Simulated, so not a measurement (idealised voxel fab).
process module | voxel gate over fins
cross-section cut | 195 nm wide | cells 5 nm
A cross-section is a grid of square cells, given in bands from the top down. A band is one or more rows of cells.
Each band's line starts with the height of the band's top and of its bottom, in nm. Then come its materials from left to right, each with its width in nm. One material with "throughout" fills the band from edge to edge. "air" is empty space.
Height 0 is the level under which the wafer as received is all one material. The lowest band goes on downwards, as in "0 down".
A width such as "30 to 40" changes by the same amount from each row of cells to the next, from the band's top row to its bottom row.
"no change" after a step means that no cell of the cross-section changed.
closed voids: empty space of 8 cells or more with no open way to the top, each as width x height at its distance from the left edge, in nm
after a step's settings: what the simulator itself notes on the step
overlay nm, on a step with a mask: how far to the right of its planned place the mask lay; to the left if negative
plan
1 op RECEIVE | material Si
2 op CONFORMAL_DEP | material SiN | thk nm 5
3 op MASKED_ETCH | tone cover | mask id FINS | width nm 15 | pitch nm 55 | etch materials SiN | depth nm 5 | overlay nm 0
4 op MASKED_ETCH | tone cover | mask id FINS | width nm 15 | pitch nm 55 | etch materials Si | depth nm 35 | overlay nm 0
5 op FILL_DEP | material SiO2 | thk nm 15
6 op CMP | height nm 5
7 op DIRECTIONAL_DEP | material aC | thk nm 15
8 op PATTERN | tone open | mask id RAIL | material resist | width nm 15 | thk nm 30 | overlay nm 0
9 op DIRECTIONAL_ETCH | etch materials aC | depth nm 15
10 op STRIP | etch materials resist
11 op DIRECTIONAL_ETCH | etch materials SiO2 | depth nm 35
12 op STRIP | etch materials aC
13 op CONFORMAL_DEP | material TiN | thk nm 5
14 op FILL_DEP | material W | thk nm 5
15 op CMP | height nm 5
16 op SELECTIVE_ETCH | etch materials W Ru TiN | depth nm 20
17 op FILL_DEP | material SiO2 | thk nm 5
18 op CMP | height nm 5
19 op SELECTIVE_ETCH | etch materials SiO2 | depth nm 15
20 op STRIP | etch materials SiN
21 op CONFORMAL_DEP | material HfO2 | thk nm 5
22 op CONFORMAL_DEP | material TiN | thk nm 5
23 op FILL_DEP | material W | thk nm 15
24 op CMP | height nm 20
25 op CONFORMAL_DEP | material SiCN | thk nm 5
as received, after step 1
  0 down: Si throughout
  closed voids: none
first wafer at the end, as planned
  25 to 20: SiCN throughout
  20 to 10: W throughout
  10 to 5: W 25 | TiN 35 | W 20 | TiN 35 | W 20 | TiN 35 | W 25
  5 to 0: W 25 | TiN 5 | HfO2 25 | TiN 5 | W 20 | TiN 5 | HfO2 25 | TiN 5 | W 20 | TiN 5 | HfO2 25 | TiN 5 | W 25
  0 to -5: TiN 30 | HfO2 5 | Si 15 | HfO2 5 | TiN 30 | HfO2 5 | Si 15 | HfO2 5 | TiN 30 | HfO2 5 | Si 15 | HfO2 5 | TiN 30
  -5 to -10: HfO2 35 | Si 15 | HfO2 40 | Si 15 | HfO2 40 | Si 15 | HfO2 35
  -10 to -15: SiO2 35 | Si 15 | SiO2 40 | Si 15 | SiO2 40 | Si 15 | SiO2 35
  -15 to -25: SiO2 35 | Si 15 | SiO2 10 | TiN 5 | W 5 | TiN 5 | SiO2 15 | Si 15 | SiO2 40 | Si 15 | SiO2 35
  -25 to -30: SiO2 35 | Si 15 | SiO2 10 | TiN 15 | SiO2 15 | Si 15 | SiO2 40 | Si 15 | SiO2 35
  -30 to -35: SiO2 35 | Si 15 | SiO2 40 | Si 15 | SiO2 40 | Si 15 | SiO2 35
  -35 down: Si throughout
  closed voids: none
second wafer at the end: like start, like plan, one mistake
  25 to 20: SiCN throughout
  20 to 15: W 15 | TiN 165 | W 15
  15 to 10: W 15 | TiN 5 | HfO2 45 | TiN 10 | HfO2 45 | TiN 10 | HfO2 45 | TiN 5 | W 15
  10 to 5: TiN 20 | HfO2 45 | TiN 10 | HfO2 45 | TiN 10 | HfO2 45 | TiN 20
  5 to 0: HfO2 throughout
  0 to -10: HfO2 35 | Si 15 | HfO2 40 | Si 15 | HfO2 40 | Si 15 | HfO2 35
  -10 to -15: SiO2 35 | Si 15 | SiO2 40 | Si 15 | SiO2 40 | Si 15 | SiO2 35
  -15 to -25: SiO2 35 | Si 15 | SiO2 10 | TiN 5 | W 5 | TiN 5 | SiO2 15 | Si 15 | SiO2 40 | Si 15 | SiO2 35
  -25 to -30: SiO2 35 | Si 15 | SiO2 10 | TiN 15 | SiO2 15 | Si 15 | SiO2 40 | Si 15 | SiO2 35
  -30 to -35: SiO2 35 | Si 15 | SiO2 40 | Si 15 | SiO2 40 | Si 15 | SiO2 35
  -35 down: Si throughout
  closed voids: none
what went wrong: step 21 ran as: op CONFORMAL_DEP | material HfO2 | thk nm 15
at the end the second wafer has, in cells: 102 more of HfO2 | 102 fewer of W
